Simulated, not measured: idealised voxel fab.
Documented hereafter: the process module known as voxel double patterning.
230 nm wide, 5 nm square cells: that's cross-section cut.
A cross-section is written here as square cells arranged in a grid, and it is given in bands from the top down, each band taking up one or more rows of cells. Heads up on the band format: heights come first, top then bottom, in nm. After that it's the materials left to right, each with its width in nm. A single material flagged "full width" fills the whole band edge to edge, and "blank" means there's empty space there. It should be noted that heights are counted from 0, beneath which the wafer as supplied is of one material throughout, and that the lowest band possesses no lower boundary but continues downward, as written in "top 0, no bottom". A two-number width, for instance "30 to 40", indicates that the width is equal to the first number in the top row of the band and to the second number in the bottom row, and that it changes by a constant amount per row of cells. For the purposes of this document, the phrase "nothing changed" attached to a step denotes that no cell within the cross-section was modified by that step. Empty spaces counting at least 8 cells and having no open way to the top are listed in "Enclosed cavity list". The notation width x height at distance is used for each, the distance being from the left edge and all three values in nm. Whatever follows a step's settings on its line is a remark the simulator itself makes about that step. What "overlay nm" on a step's line means: if the step has a mask, that mask lay this far to the right of its planned place, or, when the value is negative, to the left.
Intended process steps
step 1: RECEIVE, material Si
step 2: CONFORMAL_DEP, material SiO2, thk nm 10
step 3: DIRECTIONAL_DEP, material W, thk nm 15
step 4: DIRECTIONAL_DEP, material SiCN, thk nm 5
step 5: MASKED_ETCH, tone open, mask id FIRST, width nm 15, pitch nm 50, etch materials SiCN, depth nm 5, overlay nm 0
step 6: DIRECTIONAL_DEP, material aC, thk nm 10
step 7: PATTERN, tone open, mask id SECOND, material resist, width nm 15, pitch nm 50, thk nm 30, overlay nm 0
step 8: DIRECTIONAL_ETCH, etch materials aC, depth nm 10
step 9: STRIP, etch materials resist
step 10: DIRECTIONAL_ETCH, etch materials SiCN, depth nm 5
step 11: STRIP, etch materials aC
step 12: DIRECTIONAL_ETCH, etch materials W, depth nm 15
step 13: STRIP, etch materials SiCN
First wafer out of two, processed as planned
As received (post step 1): cross-section
- top 0, no bottom | Si full width
- Enclosed cavity list: none
Take a look at the wafer's cross-section after step 2
- top 10, bottom 0 | SiO2 full width
- Heights below 0 show no change.
Take a look at the wafer's cross-section after step 3
- top 25, bottom 10 | W full width
- Heights below 10 show no change.
Take a look at the wafer's cross-section after step 4
- top 30, bottom 25 | SiCN full width
- Heights below 25 show no change.
Take a look at the wafer's cross-section after step 5
- top 30, bottom 25 | 55 SiCN | 15 blank | 35 SiCN | 15 blank | 35 SiCN | 15 blank | 60 SiCN
- Heights below 25 show no change.
Take a look at the wafer's cross-section after step 6
- top 40, bottom 35 | 55 aC | 15 blank | 35 aC | 15 blank | 35 aC | 15 blank | 60 aC
- top 35, bottom 30 | aC full width
- top 30, bottom 25 | 55 SiCN | 15 aC | 35 SiCN | 15 aC | 35 SiCN | 15 aC | 60 SiCN
- Heights below 25 show no change.
Take a look at the wafer's cross-section after step 7
- top 70, bottom 40 | 80 resist | 15 blank | 35 resist | 15 blank | 85 resist
- top 40, bottom 35 | 55 aC | 15 resist | 35 aC | 15 resist | 35 aC | 15 resist | 60 aC
- Heights below 35 show no change.
Take a look at the wafer's cross-section after step 8
- top 60, bottom 40 | 80 resist | 15 blank | 35 resist | 15 blank | 85 resist
- top 40, bottom 35 | 55 aC | 15 resist | 10 aC | 15 blank | 10 aC | 15 resist | 10 aC | 15 blank | 10 aC | 15 resist | 60 aC
- top 35, bottom 30 | 80 aC | 15 blank | 35 aC | 15 blank | 85 aC
- Heights below 30 show no change.
Take a look at the wafer's cross-section after step 9
- top 40, bottom 35 | 55 aC | 15 blank | 10 aC | 15 blank | 10 aC | 15 blank | 10 aC | 15 blank | 10 aC | 15 blank | 60 aC
- Heights below 35 show no change.
Take a look at the wafer's cross-section after step 10
- top 40, bottom 35 | 55 aC | 15 blank | 10 aC | 15 blank | 10 aC | 15 blank | 10 aC | 15 blank | 10 aC | 15 blank | 60 aC
- top 35, bottom 30 | 80 aC | 15 blank | 35 aC | 15 blank | 85 aC
- top 30, bottom 25 | 55 SiCN | 15 aC | 10 SiCN | 15 blank | 10 SiCN | 15 aC | 10 SiCN | 15 blank | 10 SiCN | 15 aC | 60 SiCN
- Heights below 25 show no change.
Take a look at the wafer's cross-section after step 11
- top 30, bottom 25 | 55 SiCN | 15 blank | 10 SiCN | 15 blank | 10 SiCN | 15 blank | 10 SiCN | 15 blank | 10 SiCN | 15 blank | 60 SiCN
- Heights below 25 show no change.
Take a look at the wafer's cross-section after step 12
- top 30, bottom 25 | 55 SiCN | 15 blank | 10 SiCN | 15 blank | 10 SiCN | 15 blank | 10 SiCN | 15 blank | 10 SiCN | 15 blank | 60 SiCN
- top 25, bottom 10 | 55 W | 15 blank | 10 W | 15 blank | 10 W | 15 blank | 10 W | 15 blank | 10 W | 15 blank | 60 W
- Heights below 10 show no change.
Take a look at the wafer's cross-section after step 13
- top 25, bottom 10 | 55 W | 15 blank | 10 W | 15 blank | 10 W | 15 blank | 10 W | 15 blank | 10 W | 15 blank | 60 W
- Heights below 10 show no change.
Second of two: same start, same plan, one run error; steps up to and including 11 match the first
when step 12 should have ended
- top 30, bottom 25 | 55 SiCN | 15 blank | 10 SiCN | 15 blank | 10 SiCN | 15 blank | 10 SiCN | 15 blank | 10 SiCN | 15 blank | 60 SiCN
- top 25, bottom 15 | 55 W | 15 blank | 10 W | 15 blank | 10 W | 15 blank | 10 W | 15 blank | 10 W | 15 blank | 60 W
- Heights below 15 show no change.
when step 13 should have ended
- top 25, bottom 15 | 55 W | 15 blank | 10 W | 15 blank | 10 W | 15 blank | 10 W | 15 blank | 10 W | 15 blank | 60 W
- Heights below 15 show no change.
Plan not followed: step 12 ran differently from the plan; actual operation with settings: DIRECTIONAL_ETCH, etch materials W, depth nm 10
Final difference in cells, second wafer against first, listed per material as more or fewer: W: 15 more
